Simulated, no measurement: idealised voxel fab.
The name of this process module is voxel quadruple lines.
The cross-section shown here is cut; it is 260 nm wide and divided into square cells measuring 5 nm on a side.
Cross-section layout: square cells on a grid; listed as bands, top to bottom; a band spans one or more cell rows.
Quick guide to a band line: top height, bottom height (nm) up front; then every material left to right with its width in nm. Only one material and it's marked "everywhere"? Then it fills the band edge to edge. And "empty" just means empty space.
Height reference: 0 = level under which incoming wafer is all one material. Lowest band: no bottom, runs on downward, e.g. "top 0, no bottom".
Read "30->40" as a graded width: first number on top, second number at the bottom, same change between each pair of neighbouring rows.
Key: "everything unchanged" - step with no changed cell in the cross-section.
The entry titled "Enclosed void inventory" provides the empty spaces that have no open way to the top, restricted to those of 8 cells or more. Each is presented as width x height at distance, the distance being measured from the left edge, with all three in nm.
Text after the settings on a step's line: the simulator's own remark on that step.
On any step carrying a mask, the "overlay nm" setting, if present on the step's line, tells how far right of its planned place the mask lay; negative values point to the left.

# List of planned process steps
- 1: op RECEIVE | material Si
- 2: op CONFORMAL_DEP | material Al2O3 | thk nm 5
- 3: op DIRECTIONAL_DEP | material Ru | thk nm 5
- 4: op DIRECTIONAL_DEP | material polySi | thk nm 15
- 5: op DIRECTIONAL_DEP | material aC | thk nm 25
- 6: op PATTERN | tone cover | mask id MANDREL | material resist | width nm 30 | pitch nm 80 | thk nm 35 | overlay nm 0
- 7: op DIRECTIONAL_ETCH | etch materials aC | depth nm 25
- 8: op STRIP | etch materials resist
- 9: op CONFORMAL_DEP | material SiO2 | thk nm 10
- 10: op DIRECTIONAL_ETCH | etch materials SiO2 | depth nm 10
- 11: op STRIP | etch materials aC
- 12: op DIRECTIONAL_ETCH | etch materials polySi | depth nm 15
- 13: op STRIP | etch materials SiO2
- 14: op CONFORMAL_DEP | material SiCN | thk nm 10
- 15: op DIRECTIONAL_ETCH | etch materials SiCN | depth nm 10
- 16: op STRIP | etch materials polySi
- 17: op DIRECTIONAL_ETCH | etch materials Ru | depth nm 10
- 18: op STRIP | etch materials SiCN
Don't read the plan's thk nm for step 3 as applying to every wafer: that's the first wafer's value, and the wafers differ in it, though they all start identical.

# As-received state after step 1, first of several wafers, cross-section
	top 0, no bottom | Si everywhere
	Enclosed void inventory: none

# Module finished, last step 18 done: cross-section of the first of several wafers
	top 10, bottom 5 | empty: 55 | Ru: 10 | empty: 10 | Ru: 10 | empty: 10 | Ru: 10 | empty: 10 | Ru: 10 | empty: 10 | Ru: 10 | empty: 10 | Ru: 10 | empty: 10 | Ru: 10 | empty: 10 | Ru: 10 | empty: 55
	top 5, bottom 0 | Al2O3 everywhere
	top 0, no bottom | Si everywhere
	Enclosed void inventory: none

# Module end, final wafer: cross-section
	top 30, bottom 20 | empty: 55 | Ru: 10 | empty: 10 | Ru: 10 | empty: 10 | Ru: 10 | empty: 10 | Ru: 10 | empty: 10 | Ru: 10 | empty: 10 | Ru: 10 | empty: 10 | Ru: 10 | empty: 10 | Ru: 10 | empty: 55
	top 20, bottom 5 | Ru everywhere
	top 5, bottom 0 | Al2O3 everywhere
	top 0, no bottom | Si everywhere
	Enclosed void inventory: none

# The table below has one row for each wafer; a row shows, as of the end of the module, how many cells of each material the wafer has gained, marked (+), or lost, marked (-), since it was received, and then the wafer's closed voids
thk nm 5, +52 Al2O3, +16 Ru, Enclosed void inventory: none
thk nm 10, +52 Al2O3, +32 Ru, Enclosed void inventory: none
thk nm 15, +52 Al2O3, +84 Ru, Enclosed void inventory: none
thk nm 20, +52 Al2O3, +136 Ru, Enclosed void inventory: none
thk nm 25, +52 Al2O3, +188 Ru, Enclosed void inventory: none
